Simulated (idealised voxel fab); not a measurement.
process module | voxel air gaps
cross-section cut | 240 nm wide | cells 5 nm
A cross-section is a grid of square cells, given in bands from the top down. A band is one or more rows of cells.
Each band's line starts with the height of the band's top and of its bottom, in nm. Then come its materials from left to right, each with its width in nm. One material with "throughout" fills the band from edge to edge. "air" is empty space.
Height 0 is the level under which the wafer as received is all one material. The lowest band goes on downwards, as in "0 down".
A width such as "30 to 40" changes by the same amount from each row of cells to the next, from the band's top row to its bottom row.
"no change" after a step means that no cell of the cross-section changed.
closed voids: empty space of 8 cells or more with no open way to the top, each as width x height at its distance from the left edge, in nm
after a step's settings: what the simulator itself notes on the step
overlay nm, on a step with a mask: how far to the right of its planned place the mask lay; to the left if negative
plan
1 op RECEIVE | material Si
2 op CONFORMAL_DEP | material SiO2 | thk nm 10
3 op CONFORMAL_DEP | material SiCN | thk nm 5
4 op DIRECTIONAL_DEP | material lowk | thk nm 35
5 op DIRECTIONAL_DEP | material aC | thk nm 15
6 op PATTERN | tone open | mask id LINES | material resist | width nm 25 | pitch nm 50 | thk nm 35 | overlay nm 0
7 op DIRECTIONAL_ETCH | etch materials aC | depth nm 15
8 op STRIP | etch materials resist
9 op DIRECTIONAL_ETCH | etch materials lowk | depth nm 35
10 op STRIP | etch materials aC
11 op CONFORMAL_DEP | material TiN | thk nm 5
12 op FILL_DEP | material Cu | thk nm 10
13 op CMP | height nm 50
14 op EPI | material Ru | thk nm 10
15 op SELECTIVE_ETCH | etch materials lowk | depth nm 45
16 op CONFORMAL_DEP | material SiCN | thk nm 5
as received, after step 1
  0 down: Si throughout
  closed voids: none
first wafer at the end, as planned
  65 to 60: air 15 | SiCN 205 | air 20
  60 to 50: air 15 | SiCN 5 | Ru 45 | SiCN 5 | Ru 45 | SiCN 5 | Ru 45 | SiCN 5 | Ru 45 | SiCN 5 | air 20
  50 to 45: air 15 | SiCN 15 | TiN 5 | Cu 15 | TiN 5 | SiCN 25 | TiN 5 | Cu 15 | TiN 5 | SiCN 25 | TiN 5 | Cu 15 | TiN 5 | SiCN 25 | TiN 5 | Cu 15 | TiN 5 | SiCN 15 | air 20
  45 to 20: air 25 | SiCN 5 | TiN 5 | Cu 15 | TiN 5 | SiCN 5 | air 15 | SiCN 5 | TiN 5 | Cu 15 | TiN 5 | SiCN 5 | air 15 | SiCN 5 | TiN 5 | Cu 15 | TiN 5 | SiCN 5 | air 15 | SiCN 5 | TiN 5 | Cu 15 | TiN 5 | SiCN 5 | air 30
  20 to 15: SiCN 30 | TiN 25 | SiCN 25 | TiN 25 | SiCN 25 | TiN 25 | SiCN 25 | TiN 25 | SiCN 35
  15 to 10: SiCN throughout
  10 to 0: SiO2 throughout
  0 down: Si throughout
  closed voids: 15 x 25 at 60; 15 x 25 at 110; 15 x 25 at 160
second wafer at the end: like start, like plan, one mistake
  65 to 60: SiCN throughout
  60 to 50: Ru throughout
  50 to 45: Cu throughout
  45 to 40: TiN 35 | Cu 15 | TiN 35 | Cu 15 | TiN 35 | Cu 15 | TiN 35 | Cu 15 | TiN 40
  40 to 10: lowk 30 | TiN 5 | Cu 15 | TiN 5 | lowk 25 | TiN 5 | Cu 15 | TiN 5 | lowk 25 | TiN 5 | Cu 15 | TiN 5 | lowk 25 | TiN 5 | Cu 15 | TiN 5 | lowk 35
  10 to 5: lowk 30 | TiN 25 | lowk 25 | TiN 25 | lowk 25 | TiN 25 | lowk 25 | TiN 25 | lowk 35
  5 to 0: SiCN throughout
  0 down: Si throughout
  closed voids: none
what went wrong: step 2 was left out
at the end the second wafer has, in cells: 60 more of Cu | 24 more of Ru | 92 fewer of SiCN | 96 fewer of SiO2 | 36 more of TiN | 196 more of lowk
closed voids at the end (first wafer, second wafer): 3, 0
